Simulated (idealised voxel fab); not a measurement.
Process module, titled voxel released beams
The figure presents cross-section cut, which has a width of 270 nm and is divided into square cells with an edge length of 5 nm.
If you're reading a cross-section in this doc, picture square cells in a grid; it comes to you as bands, top ones listed first down to the bottom, and a band can be one or more rows of cells.
Per band: top height and bottom height in nm, followed by the left-to-right materials and their widths in nm; "everywhere" marks a single material spanning edge to edge, "blank" marks empty space.
Where do heights start? At 0: under that level the wafer as delivered is made of one material only. And the lowest band has no floor; it just carries on downward, as in "0 -> down".
A width such as "30->40" changes by the same amount from each row of cells to the next, from the band's top row to its bottom row.
"nothing altered" means the step left every cell of the cross-section as it was.
Enclosed voids (no open way to top), threshold 8 cells or more, entry "Fully closed voids", notation width x height at distance, distance from left edge, nm.
Where a step's line continues beyond its settings, the continuation is a remark by the simulator itself on that step.
Regarding "overlay nm": on a step with a mask, it is the distance the mask lay to the right of its planned place; a negative value places it to the left.

Process steps foreseen in the plan:
step 1: RECEIVE with material Si
step 2: CONFORMAL_DEP with material Al2O3, thk nm 10
step 3: DIRECTIONAL_DEP with material SiO2, thk nm 15
step 4: PATTERN with tone open, mask id ANCHOR, material resist, width nm 40, thk nm 15, overlay nm 0
step 5: DIRECTIONAL_ETCH with etch materials SiO2, depth nm 15
step 6: STRIP with etch materials resist
step 7: CONFORMAL_DEP with material polySi, thk nm 15
step 8: PATTERN with tone cover, mask id BEAM, material resist, width nm 125, thk nm 20, overlay nm 0
step 9: DIRECTIONAL_ETCH with etch materials polySi, depth nm 15
step 10: STRIP with etch materials resist
step 11: STRIP with etch materials SiO2

Of two wafers, the first: run according to plan:

Wafer as received: cross-section following step 1:
  0 -> down: Si everywhere
  Fully closed voids: none

Wafer xsec, post step 2:
  10 -> 0: Al2O3 everywhere
  For the remainder of the cross-section, below 0, there is no change.

Wafer xsec, post step 3:
  25 -> 10: SiO2 everywhere
  For the remainder of the cross-section, below 10, there is no change.

Wafer xsec, post step 4:
  40 -> 25: resist 75  blank 40  resist 155
  For the remainder of the cross-section, below 25, there is no change.

Wafer xsec, post step 5:
  40 -> 25: resist 75  blank 40  resist 155
  25 -> 10: SiO2 75  blank 40  SiO2 155
  For the remainder of the cross-section, below 10, there is no change.

Wafer xsec, post step 6:
  25 -> 10: SiO2 75  blank 40  SiO2 155
  For the remainder of the cross-section, below 10, there is no change.

Wafer xsec, post step 7:
  40 -> 25: polySi 90  blank 10  polySi 170
  25 -> 10: SiO2 75  polySi 40  SiO2 155
  For the remainder of the cross-section, below 10, there is no change.

Wafer xsec, post step 8:
  60 -> 40: blank 70  resist 125  blank 75
  40 -> 25: polySi 90  resist 10  polySi 170
  For the remainder of the cross-section, below 25, there is no change.

Wafer xsec, post step 9:
  60 -> 40: blank 70  resist 125  blank 75
  40 -> 25: blank 70  polySi 20  resist 10  polySi 95  blank 75
  For the remainder of the cross-section, below 25, there is no change.

Wafer xsec, post step 10:
  40 -> 25: blank 70  polySi 20  blank 10  polySi 95  blank 75
  For the remainder of the cross-section, below 25, there is no change.

Wafer xsec, post step 11:
  40 -> 25: blank 70  polySi 20  blank 10  polySi 95  blank 75
  25 -> 10: blank 75  polySi 40  blank 155
  For the remainder of the cross-section, below 10, there is no change.

Companion wafer, the second of two: same beginning, same intended sequence, one mistake in carrying it out; through step 1 inclusive it tracks the first exactly:

Here is the second wafer in cross-section at the point where step 2 of the plan should have been done: nothing altered

Here is the second wafer in cross-section at the point where step 3 of the plan should have been done:
  15 -> 0: SiO2 everywhere
  For the remainder of the cross-section, below 0, there is no change.

Here is the second wafer in cross-section at the point where step 4 of the plan should have been done:
  30 -> 15: resist 75  blank 40  resist 155
  For the remainder of the cross-section, below 15, there is no change.

Here is the second wafer in cross-section at the point where step 5 of the plan should have been done:
  30 -> 15: resist 75  blank 40  resist 155
  15 -> 0: SiO2 75  blank 40  SiO2 155
  For the remainder of the cross-section, below 0, there is no change.

Here is the second wafer in cross-section at the point where step 6 of the plan should have been done:
  15 -> 0: SiO2 75  blank 40  SiO2 155
  For the remainder of the cross-section, below 0, there is no change.

Here is the second wafer in cross-section at the point where step 7 of the plan should have been done:
  30 -> 15: polySi 90  blank 10  polySi 170
  15 -> 0: SiO2 75  polySi 40  SiO2 155
  For the remainder of the cross-section, below 0, there is no change.

Here is the second wafer in cross-section at the point where step 8 of the plan should have been done:
  50 -> 30: blank 70  resist 125  blank 75
  30 -> 15: polySi 90  resist 10  polySi 170
  For the remainder of the cross-section, below 15, there is no change.

Here is the second wafer in cross-section at the point where step 9 of the plan should have been done:
  50 -> 30: blank 70  resist 125  blank 75
  30 -> 15: blank 70  polySi 20  resist 10  polySi 95  blank 75
  For the remainder of the cross-section, below 15, there is no change.

Here is the second wafer in cross-section at the point where step 10 of the plan should have been done:
  30 -> 15: blank 70  polySi 20  blank 10  polySi 95  blank 75
  For the remainder of the cross-section, below 15, there is no change.

Here is the second wafer in cross-section at the point where step 11 of the plan should have been done:
  30 -> 15: blank 70  polySi 20  blank 10  polySi 95  blank 75
  15 -> 0: blank 75  polySi 40  blank 155
  For the remainder of the cross-section, below 0, there is no change.
In executing the process, a mistake was made relative to the plan: step 2 of the plan got skipped, so it never ran
Per the end-of-run cell counts, the second wafer holds more or fewer of some materials than the first: 108 fewer of Al2O3
